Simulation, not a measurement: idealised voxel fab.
Proc. module: voxel released beams
In the cross-section labelled cut, the width is 260 nm and each square cell is 5 nm.
When this document writes out a cross-section, it uses a grid of square cells and lists it as bands, beginning at the top and moving down, with a band standing for one or more rows of cells. Basically the band line says how high the top is and how high the bottom is, in nm, and then what's in it from left to right, every material with its width in nm. Empty space shows up as "empty", and if a single material carries "edge to edge" it runs the full band edge to edge. Height reference: 0 = level under which incoming wafer is all one material. Lowest band: no bottom, runs on downward, e.g. "0 -> down". A two-number width, for instance "30 to 40", indicates that the width is equal to the first number in the top row of the band and to the second number in the bottom row, and that it changes by a constant amount per row of cells. A step reported as "left unchanged" is a step in which no cell of the cross-section changed. In the "Closed-off voids" entry, you get each enclosed empty space of 8 cells or more, one with no open way to the top, written width x height at distance, distance from the left edge, in nm. Heads up: the bit after the settings on a step's line is the simulator's remark on that step. overlay nm: mask right of planned place by this much (step with mask). Neg. = left.
PROCESS STEPS - PLAN
1,RECEIVE with material Si
2,CONFORMAL_DEP with material SiN, thk nm 5
3,DIRECTIONAL_DEP with material SiO2, thk nm 20
4,DIRECTIONAL_DEP with material aC, thk nm 15
5,PATTERN with tone open, mask id ANCHOR, material resist, width nm 25, thk nm 35, overlay nm 0
6,DIRECTIONAL_ETCH with etch materials aC, depth nm 15
7,STRIP with etch materials resist
8,DIRECTIONAL_ETCH with etch materials SiO2, depth nm 20
9,STRIP with etch materials aC
10,CONFORMAL_DEP with material TiN, thk nm 10
11,MASKED_ETCH with tone cover, mask id BEAM, width nm 100, etch materials TiN, depth nm 10, overlay nm 0
12,STRIP with etch materials SiO2
THIS IS THE CROSS-SECTION OF THE WAFER AS WE RECEIVED IT, I.E. AFTER STEP 1
- 0 -> down | Si edge to edge
- Closed-off voids: none
SAME STARTING WAFER, SAME PLAN AS ABOVE, ONE MISTAKE IN THE EXECUTION; THIS IS THE CROSS-SECTION AT THE END OF THE MODULE
- 35 -> 25 | 75 nm empty  100 nm TiN  85 nm empty
- 25 -> 20 | SiN edge to edge
- 20 -> 0 | SiO2 edge to edge
- 0 -> down | Si edge to edge
- Closed-off voids: none
The mistake made against the process plan was this: plan vs actual: 2 and 3 interchanged
